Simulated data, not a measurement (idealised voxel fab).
The name of this process module is voxel self aligned vias.
The cross-section shown here is cut; it is 225 nm wide and divided into square cells measuring 5 nm on a side.
The cross-sections in this document take the form of a grid made of square cells. They are written out as bands, in order from top to bottom. Each band consists of one or more rows of cells. Look at the band entry: it leads with the top's height and the bottom's height in nm. Then it lists the materials left to right, with a width in nm for each. The word "everywhere" on a single material says that material fills the band edge to edge. The word "empty" is empty space. Convention: height 0 is the level below which the wafer, as received, is all one material. The lowest band does not terminate at the bottom but continues downward, represented as "0 -> down". Read "30->40" as a graded width: first number on top, second number at the bottom, same change between each pair of neighbouring rows. The cross-section has no changed cell in any step marked "nothing different". Enclosed voids (no open way to top), threshold 8 cells or more, entry "Entrapped voids", notation width x height at distance, distance from left edge, nm. after a step's settings: what the simulator itself notes on the step. overlay nm: for a step with a mask, the amount by which the mask lay right of where it was planned; a negative amount means left of it.
The following list gives the planned process steps
1 RECEIVE,material Si
2 CONFORMAL_DEP,material SiO2,thk nm 10
3 CONFORMAL_DEP,material SiCN,thk nm 5
4 DIRECTIONAL_DEP,material SiO2,thk nm 20
5 MASKED_ETCH,tone open,mask id LINES,width nm 30,pitch nm 70,etch materials SiO2,depth nm 20,overlay nm 0
6 CONFORMAL_DEP,material TiN,thk nm 5
7 FILL_DEP,material W,thk nm 5
8 CMP,height nm 35
9 SELECTIVE_ETCH,etch materials W Ru TiN,depth nm 10
10 FILL_DEP,material SiN,thk nm 5
11 CMP,height nm 35
12 DIRECTIONAL_DEP,material SiO2,thk nm 20
13 DIRECTIONAL_DEP,material aC,thk nm 10
14 PATTERN,tone open,mask id VIAS,material resist,width nm 40,pitch nm 140,thk nm 25,overlay nm 0
15 DIRECTIONAL_ETCH,etch materials aC,depth nm 10
16 STRIP,etch materials resist
17 DIRECTIONAL_ETCH,etch materials SiO2,depth nm 20
18 DIRECTIONAL_ETCH,etch materials SiN,depth nm 10
19 STRIP,etch materials aC
20 CONFORMAL_DEP,material TiN,thk nm 5
21 FILL_DEP,material Ru,thk nm 5
22 CMP,height nm 55
23 CONFORMAL_DEP,material SiCN,thk nm 5
Cross-section of the incoming wafer, state after step 1
  0 -> down: Si everywhere
  Entrapped voids: none
Run as planned - first of the two wafers cross-sectioned at the end of the module
  60 -> 55: SiCN everywhere
  55 -> 40: 20 of SiO2  5 of TiN  30 of Ru  5 of TiN  100 of SiO2  5 of TiN  30 of Ru  5 of TiN  25 of SiO2
  40 -> 35: 20 of SiO2  10 of TiN  20 of Ru  10 of TiN  100 of SiO2  10 of TiN  20 of Ru  10 of TiN  25 of SiO2
  35 -> 30: 25 of SiO2  5 of TiN  20 of Ru  5 of TiN  40 of SiO2  30 of SiN  40 of SiO2  5 of TiN  20 of Ru  5 of TiN  30 of SiO2
  30 -> 25: 25 of SiO2  30 of TiN  40 of SiO2  30 of SiN  40 of SiO2  30 of TiN  30 of SiO2
  25 -> 20: 25 of SiO2  5 of TiN  20 of W  5 of TiN  40 of SiO2  5 of TiN  20 of W  5 of TiN  40 of SiO2  5 of TiN  20 of W  5 of TiN  30 of SiO2
  20 -> 15: 25 of SiO2  30 of TiN  40 of SiO2  30 of TiN  40 of SiO2  30 of TiN  30 of SiO2
  15 -> 10: SiCN everywhere
  10 -> 0: SiO2 everywhere
  0 -> down: Si everywhere
  Entrapped voids: none
Wafer two (of two), end-of-module cross-section: start = wafer one, plan = wafer one, one run mistake
  60 -> 55: SiCN everywhere
  55 -> 40: 20 of SiO2  5 of TiN  30 of Ru  5 of TiN  100 of SiO2  5 of TiN  30 of Ru  5 of TiN  25 of SiO2
  40 -> 35: 20 of SiO2  5 of TiN  20 of Ru  15 of TiN  100 of SiO2  5 of TiN  20 of Ru  15 of TiN  25 of SiO2
  35 -> 30: 20 of SiO2  5 of TiN  20 of Ru  5 of TiN  40 of SiO2  30 of SiN  40 of SiO2  5 of TiN  20 of Ru  5 of TiN  35 of SiO2
  30 -> 25: 20 of SiO2  30 of TiN  40 of SiO2  30 of SiN  40 of SiO2  30 of TiN  35 of SiO2
  25 -> 20: 20 of SiO2  5 of TiN  20 of W  5 of TiN  40 of SiO2  5 of TiN  20 of W  5 of TiN  40 of SiO2  5 of TiN  20 of W  5 of TiN  35 of SiO2
  20 -> 15: 20 of SiO2  30 of TiN  40 of SiO2  30 of TiN  40 of SiO2  30 of TiN  35 of SiO2
  15 -> 10: SiCN everywhere
  10 -> 0: SiO2 everywhere
  0 -> down: Si everywhere
  Entrapped voids: none
What broke from the plan during processing? step 5 went in with a setting other than planned; the actual run was MASKED_ETCH,tone open,mask id LINES,width nm 30,pitch nm 70,etch materials SiO2,depth nm 20,overlay nm -5
So at the finish, the second wafer's got exactly as many cells of each material as the first, just not in the same spots.
